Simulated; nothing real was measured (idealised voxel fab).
Process module name: voxel released beams
Displayed cross-section: cut, width of 280 nm, square cells sized 5 nm.
A cross-section is written here as square cells arranged in a grid, and it is given in bands from the top down, each band taking up one or more rows of cells.
The band entry comprises the height of the band's top followed by the height of its bottom, expressed in nm, and subsequently the band's materials from left to right, each stated together with its width in nm. Where a single material is marked with the word "everywhere", that material fills the band from edge to edge. The word "empty" represents empty space.
The reference from which all heights are counted is 0, the level beneath which the as-received wafer is entirely one material; the lowest band, having no lower bound, proceeds downward and is written after the example "0 down".
It should be noted that a width expressed as "30 to 40" varies in equal increments from row to row of cells within the band, taking the value of the first number at the top row and that of the second number at the bottom row.
Key: "no alterations made" - step with no changed cell in the cross-section.
Closed-off voids of 8+ cells (no open route to the top) go in "Sealed internal voids", written width x height at distance from the left edge, in nm.
Whatever follows a step's settings on its line is a remark the simulator itself makes about that step.
Among the settings permitted on a step's line is "overlay nm"; applied to a step with a mask, it specifies the extent to which the mask lay to the right of its planned position, whereas a negative figure signifies a position to the left.
PLANNED PROCESS STEPS
1,RECEIVE with material Si
2,CONFORMAL_DEP with material Al2O3, thk nm 10
3,DIRECTIONAL_DEP with material SiO2, thk nm 15
4,DIRECTIONAL_DEP with material aC, thk nm 15
5,PATTERN with tone open, mask id ANCHOR, material resist, width nm 40, thk nm 30, overlay nm 0
6,DIRECTIONAL_ETCH with etch materials aC, depth nm 15
7,STRIP with etch materials resist
8,DIRECTIONAL_ETCH with etch materials SiO2, depth nm 15
9,STRIP with etch materials aC
10,CONFORMAL_DEP with material SiN, thk nm 15
11,DIRECTIONAL_DEP with material aC, thk nm 15
12,PATTERN with tone cover, mask id BEAM, material resist, width nm 110, thk nm 35, overlay nm 0
13,DIRECTIONAL_ETCH with etch materials aC, depth nm 15
14,STRIP with etch materials resist
15,DIRECTIONAL_ETCH with etch materials SiN, depth nm 15
16,STRIP with etch materials aC
17,STRIP with etch materials SiO2
THE FIRST OF THE TWO WAFERS, WHICH RAN AS PLANNED
WAFER AT RECEIPT (POST STEP 1), CROSS-SECTION
    0 down  Si everywhere
    Sealed internal voids: none
TAKE A LOOK AT THE WAFER'S CROSS-SECTION AFTER STEP 2
    10 to 0  Al2O3 everywhere
    Below 0 it's all the same as before, nothing changed down there.
TAKE A LOOK AT THE WAFER'S CROSS-SECTION AFTER STEP 3
    25 to 10  SiO2 everywhere
    Below 10 it's all the same as before, nothing changed down there.
TAKE A LOOK AT THE WAFER'S CROSS-SECTION AFTER STEP 4
    40 to 25  aC everywhere
    Below 25 it's all the same as before, nothing changed down there.
TAKE A LOOK AT THE WAFER'S CROSS-SECTION AFTER STEP 5
    70 to 40  resist: 85 | empty: 40 | resist: 155
    Below 40 it's all the same as before, nothing changed down there.
TAKE A LOOK AT THE WAFER'S CROSS-SECTION AFTER STEP 6
    55 to 40  resist: 85 | empty: 40 | resist: 155
    40 to 25  aC: 85 | empty: 40 | aC: 155
    Below 25 it's all the same as before, nothing changed down there.
TAKE A LOOK AT THE WAFER'S CROSS-SECTION AFTER STEP 7
    40 to 25  aC: 85 | empty: 40 | aC: 155
    Below 25 it's all the same as before, nothing changed down there.
TAKE A LOOK AT THE WAFER'S CROSS-SECTION AFTER STEP 8
    40 to 25  aC: 85 | empty: 40 | aC: 155
    25 to 10  SiO2: 85 | empty: 40 | SiO2: 155
    Below 10 it's all the same as before, nothing changed down there.
TAKE A LOOK AT THE WAFER'S CROSS-SECTION AFTER STEP 9
    25 to 10  SiO2: 85 | empty: 40 | SiO2: 155
    Below 10 it's all the same as before, nothing changed down there.
TAKE A LOOK AT THE WAFER'S CROSS-SECTION AFTER STEP 10
    40 to 25  SiN: 100 | empty: 10 | SiN: 170
    25 to 10  SiO2: 85 | SiN: 40 | SiO2: 155
    Below 10 it's all the same as before, nothing changed down there.
TAKE A LOOK AT THE WAFER'S CROSS-SECTION AFTER STEP 11
    55 to 40  aC: 100 | empty: 10 | aC: 170
    40 to 25  SiN: 100 | aC: 10 | SiN: 170
    Below 25 it's all the same as before, nothing changed down there.
TAKE A LOOK AT THE WAFER'S CROSS-SECTION AFTER STEP 12
    90 to 55  empty: 80 | resist: 110 | empty: 90
    55 to 40  aC: 100 | resist: 10 | aC: 170
    Below 40 it's all the same as before, nothing changed down there.
TAKE A LOOK AT THE WAFER'S CROSS-SECTION AFTER STEP 13
    75 to 55  empty: 80 | resist: 110 | empty: 90
    55 to 40  empty: 80 | aC: 20 | resist: 10 | aC: 80 | empty: 90
    Below 40 it's all the same as before, nothing changed down there.
TAKE A LOOK AT THE WAFER'S CROSS-SECTION AFTER STEP 14
    55 to 40  empty: 80 | aC: 20 | empty: 10 | aC: 80 | empty: 90
    Below 40 it's all the same as before, nothing changed down there.
TAKE A LOOK AT THE WAFER'S CROSS-SECTION AFTER STEP 15
    55 to 40  empty: 80 | aC: 20 | empty: 10 | aC: 80 | empty: 90
    40 to 25  empty: 80 | SiN: 20 | aC: 10 | SiN: 80 | empty: 90
    Below 25 it's all the same as before, nothing changed down there.
TAKE A LOOK AT THE WAFER'S CROSS-SECTION AFTER STEP 16
    40 to 25  empty: 80 | SiN: 20 | empty: 10 | SiN: 80 | empty: 90
    Below 25 it's all the same as before, nothing changed down there.
TAKE A LOOK AT THE WAFER'S CROSS-SECTION AFTER STEP 17
    40 to 25  empty: 80 | SiN: 20 | empty: 10 | SiN: 80 | empty: 90
    25 to 10  empty: 85 | SiN: 40 | empty: 155
    Below 10 it's all the same as before, nothing changed down there.
THE SECOND WAFER: IDENTICAL TO THE FIRST AT THE OUTSET AND IN ITS PLANNED SEQUENCE, DIFFERING ONLY IN THAT ONE MISTAKE WAS MADE DURING PROCESSING; UP TO AND INCLUDING STEP 9, ITS PATH IS THE FIRST WAFER'S PATH
CROSS-SECTION, SECOND WAFER, AT THE END TIME THE PLAN GIVES FOR STEP 10
    55 to 25  SiN everywhere
    25 to 10  SiO2: 85 | SiN: 40 | SiO2: 155
    Below 10 it's all the same as before, nothing changed down there.
CROSS-SECTION, SECOND WAFER, AT THE END TIME THE PLAN GIVES FOR STEP 11
    70 to 55  aC everywhere
    Below 55 it's all the same as before, nothing changed down there.
CROSS-SECTION, SECOND WAFER, AT THE END TIME THE PLAN GIVES FOR STEP 12
    105 to 70  empty: 80 | resist: 110 | empty: 90
    Below 70 it's all the same as before, nothing changed down there.
CROSS-SECTION, SECOND WAFER, AT THE END TIME THE PLAN GIVES FOR STEP 13
    90 to 70  empty: 80 | resist: 110 | empty: 90
    70 to 55  empty: 80 | aC: 110 | empty: 90
    Below 55 it's all the same as before, nothing changed down there.
CROSS-SECTION, SECOND WAFER, AT THE END TIME THE PLAN GIVES FOR STEP 14
    70 to 55  empty: 80 | aC: 110 | empty: 90
    Below 55 it's all the same as before, nothing changed down there.
CROSS-SECTION, SECOND WAFER, AT THE END TIME THE PLAN GIVES FOR STEP 15
    70 to 55  empty: 80 | aC: 110 | empty: 90
    55 to 40  empty: 80 | SiN: 110 | empty: 90
    Below 40 it's all the same as before, nothing changed down there.
CROSS-SECTION, SECOND WAFER, AT THE END TIME THE PLAN GIVES FOR STEP 16
    55 to 40  empty: 80 | SiN: 110 | empty: 90
    Below 40 it's all the same as before, nothing changed down there.
Cross-section, second wafer, at the end time the plan gives for step 17: no alterations made
So what did we get wrong on this run? step 10 from the plan got run twice
Wrapping up, a cell-based count of both wafers puts the second over or under the first for these materials: SiN: 174 more | SiO2: 144 more
